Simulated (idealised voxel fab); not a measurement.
process module | voxel ribs on slabs
cross-section cut | 150 nm wide | cells 5 nm
A cross-section is a grid of square cells, given in bands from the top down. A band is one or more rows of cells.
Each band's line starts with the height of the band's top and of its bottom, in nm. Then come its materials from left to right, each with its width in nm. One material with "throughout" fills the band from edge to edge. "air" is empty space.
Height 0 is the level under which the wafer as received is all one material. The lowest band goes on downwards, as in "0 down".
A width such as "30 to 40" changes by the same amount from each row of cells to the next, from the band's top row to its bottom row.
"no change" after a step means that no cell of the cross-section changed.
closed voids: empty space of 8 cells or more with no open way to the top, each as width x height at its distance from the left edge, in nm
after a step's settings: what the simulator itself notes on the step
overlay nm, on a step with a mask: how far to the right of its planned place the mask lay; to the left if negative
plan
1 op RECEIVE | material Si
2 op DIRECTIONAL_DEP | material SiO2 | thk nm 25
3 op DIRECTIONAL_DEP | material polySi | thk nm 15
4 op DIRECTIONAL_DEP | material aC | thk nm 15
5 op PATTERN | tone cover | mask id RIB | material resist | width nm 20 | thk nm 30 | overlay nm 0
6 op DIRECTIONAL_ETCH | etch materials aC | depth nm 15
7 op STRIP | etch materials resist
8 op DIRECTIONAL_ETCH | etch materials polySi | depth nm 5
9 op STRIP | etch materials aC
10 op MASKED_ETCH | tone cover | mask id SLAB | width nm 70 | etch materials polySi | depth nm 10 | overlay nm 0
11 op FILL_DEP | material SiO2 | thk nm 30
12 op CMP | height nm 60
13 op DIRECTIONAL_DEP | material TiN | thk nm 10
14 op PATTERN | tone cover | mask id HEATER | material resist | width nm 30 | thk nm 15 | overlay nm 0
15 op DIRECTIONAL_ETCH | etch materials TiN | depth nm 10
16 op STRIP | etch materials resist
17 op CONFORMAL_DEP | material SiO2 | thk nm 10
as received, after step 1
  0 down: Si throughout
  closed voids: none
first wafer at the end, as planned
  80 to 70: air 50 | SiO2 50 | air 50
  70 to 60: SiO2 60 | TiN 30 | SiO2 60
  60 to 40: SiO2 throughout
  40 to 35: SiO2 65 | polySi 20 | SiO2 65
  35 to 25: SiO2 40 | polySi 70 | SiO2 40
  25 to 0: SiO2 throughout
  0 down: Si throughout
  closed voids: none
second wafer at the end: like start, like plan, one mistake
  80 to 70: air 50 | SiO2 50 | air 50
  70 to 60: SiO2 60 | TiN 30 | SiO2 60
  60 to 35: SiO2 throughout
  35 to 30: SiO2 65 | polySi 20 | SiO2 65
  30 to 20: SiO2 40 | polySi 70 | SiO2 40
  20 to 0: SiO2 throughout
  0 down: Si throughout
  closed voids: none
what went wrong: step 2 ran as: op DIRECTIONAL_DEP | material SiO2 | thk nm 20
at the end the second wafer has, in cells: as many of each material as the first, in other places
